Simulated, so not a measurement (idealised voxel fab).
Name of the process module below: voxel wiring stack
cross-section cut | 160 nm wide | cells 5 nm
Cross-section layout: square cells on a grid; listed as bands, top to bottom; a band spans one or more cell rows.
Basically the band line says how high the top is and how high the bottom is, in nm, and then what's in it from left to right, every material with its width in nm. Empty space shows up as "blank", and if a single material carries "everywhere" it runs the full band edge to edge.
Heights are expressed relative to 0, this being the level below which the as-received wafer comprises one material exclusively. The lowest band is unbounded in the downward direction and is denoted as in "from 0 down".
When a width is written as two numbers, as in "30..40", the first number is the width in the top row of cells of the band and the second is the width in its bottom row, and the width changes by the same amount from each row to the next.
Key: "remains unaltered" - step with no changed cell in the cross-section.
Reported under the label "Fully enclosed voids" are the empty spaces having no open way to the top and comprising 8 cells or more; the notation for each is width x height at distance, in which the distance is measured from the left edge and all three values are in nm.
Anything after a step's settings on that line? It's the simulator's own note about the step.
The line of a step may include "overlay nm". On a step with a mask, this value is how far to the right of its planned place the mask lay. A negative value means the mask lay to the left.
**Planned step list for the process**
1 op RECEIVE | material Si
2 op CONFORMAL_DEP | material SiO2 | thk nm 15
3 op CONFORMAL_DEP | material SiN | thk nm 5
4 op DIRECTIONAL_DEP | material SiO2 | thk nm 25
5 op PATTERN | tone open | mask id METAL_1 | material resist | width nm 25 | pitch nm 45 | thk nm 15 | overlay nm 0
6 op DIRECTIONAL_ETCH | etch materials SiO2 | depth nm 25
7 op DIRECTIONAL_ETCH | etch materials SiN | depth nm 5
8 op STRIP | etch materials resist
9 op CONFORMAL_DEP | material TiN | thk nm 5
10 op FILL_DEP | material Ru | thk nm 10
11 op CMP | height nm 45
12 op CONFORMAL_DEP | material SiCN | thk nm 5
13 op DIRECTIONAL_DEP | material SiO2 | thk nm 30
14 op MASKED_ETCH | tone open | mask id METAL_2 | width nm 25 | pitch nm 45 | etch materials SiO2 | depth nm 20 | overlay nm 0
15 op PATTERN | tone open | mask id METAL_2_HOLES | material resist | width nm 15 | thk nm 20 | overlay nm 0
16 op DIRECTIONAL_ETCH | etch materials SiO2 | depth nm 10
17 op DIRECTIONAL_ETCH | etch materials SiCN | depth nm 5
18 op STRIP | etch materials resist
19 op CONFORMAL_DEP | material TiN | thk nm 5
20 op FILL_DEP | material Cu | thk nm 10
21 op CMP | height nm 80
22 op CONFORMAL_DEP | material SiCN | thk nm 5
23 op DIRECTIONAL_DEP | material lowk | thk nm 10
24 op MASKED_ETCH | tone open | mask id PLUG_2 | width nm 15 | etch materials lowk | depth nm 10 | overlay nm 0
25 op MASKED_ETCH | tone open | mask id PLUG_2 | width nm 15 | etch materials SiCN | depth nm 5 | overlay nm 0
26 op CONFORMAL_DEP | material TiN | thk nm 5
27 op FILL_DEP | material Cu | thk nm 5
28 op CMP | height nm 95
29 op CONFORMAL_DEP | material SiCN | thk nm 5
30 op DIRECTIONAL_DEP | material SiO2 | thk nm 20
31 op MASKED_ETCH | tone open | mask id METAL_3 | width nm 25 | pitch nm 45 | etch materials SiO2 | depth nm 20 | overlay nm 0
32 op MASKED_ETCH | tone open | mask id METAL_3 | width nm 25 | pitch nm 45 | etch materials SiCN | depth nm 5 | overlay nm 0
33 op CONFORMAL_DEP | material TiN | thk nm 5
34 op FILL_DEP | material Cu | thk nm 5
35 op CMP | height nm 120
36 op CONFORMAL_DEP | material SiCN | thk nm 5
**Cross-section of the incoming wafer, state after step 1**
  from 0 down  Si everywhere
  Fully enclosed voids: none
**first wafer at the end, as planned**
  from 125 to 120  SiCN everywhere
  from 120 to 100  SiO2 45 nm; TiN 5 nm; Cu 15 nm; TiN 5 nm; SiO2 20 nm; TiN 5 nm; Cu 15 nm; TiN 5 nm; SiO2 45 nm
  from 100 to 95  SiCN 45 nm; TiN 25 nm; SiCN 20 nm; TiN 25 nm; SiCN 45 nm
  from 95 to 85  lowk 45 nm; TiN 5 nm; Cu 5 nm; TiN 5 nm; lowk 100 nm
  from 85 to 80  SiCN 45 nm; TiN 15 nm; SiCN 100 nm
  from 80 to 65  SiO2 45 nm; TiN 5 nm; Cu 15 nm; TiN 5 nm; SiO2 20 nm; TiN 5 nm; Cu 15 nm; TiN 5 nm; SiO2 45 nm
  from 65 to 60  SiO2 45 nm; TiN 5 nm; Cu 5 nm; TiN 15 nm; SiO2 20 nm; TiN 25 nm; SiO2 45 nm
  from 60 to 50  SiO2 45 nm; TiN 5 nm; Cu 5 nm; TiN 5 nm; SiO2 100 nm
  from 50 to 45  SiCN 45 nm; TiN 15 nm; SiCN 100 nm
  from 45 to 20  SiO2 45 nm; TiN 5 nm; Ru 15 nm; TiN 5 nm; SiO2 20 nm; TiN 5 nm; Ru 15 nm; TiN 5 nm; SiO2 45 nm
  from 20 to 15  SiN 45 nm; TiN 25 nm; SiN 20 nm; TiN 25 nm; SiN 45 nm
  from 15 to 0  SiO2 everywhere
  from 0 down  Si everywhere
  Fully enclosed voids: none
**Now the second wafer, cross-sectioned at the end of the module. Nothing different at the start, nothing different in the plan compared with the first, just one mistake when it was actually run**
  from 125 to 120  SiCN everywhere
  from 120 to 100  SiO2 45 nm; TiN 5 nm; Cu 15 nm; TiN 5 nm; SiO2 20 nm; TiN 5 nm; Cu 15 nm; TiN 5 nm; SiO2 45 nm
  from 100 to 95  SiCN 45 nm; TiN 25 nm; SiCN 20 nm; TiN 25 nm; SiCN 45 nm
  from 95 to 85  lowk 45 nm; TiN 5 nm; Cu 5 nm; TiN 5 nm; lowk 100 nm
  from 85 to 80  SiCN 45 nm; TiN 15 nm; SiCN 100 nm
  from 80 to 50  SiO2 everywhere
  from 50 to 45  SiCN everywhere
  from 45 to 20  SiO2 45 nm; TiN 5 nm; Ru 15 nm; TiN 5 nm; SiO2 20 nm; TiN 5 nm; Ru 15 nm; TiN 5 nm; SiO2 45 nm
  from 20 to 15  SiN 45 nm; TiN 25 nm; SiN 20 nm; TiN 25 nm; SiN 45 nm
  from 15 to 0  SiO2 everywhere
  from 0 down  Si everywhere
  Fully enclosed voids: none
So what did we get wrong on this run? twice over, step 13 of the plan was run
The closing comparison, in cells, has the second wafer with more or fewer of some materials than the first: 21 fewer of Cu; 3 more of SiCN; 46 more of SiO2; 28 fewer of TiN
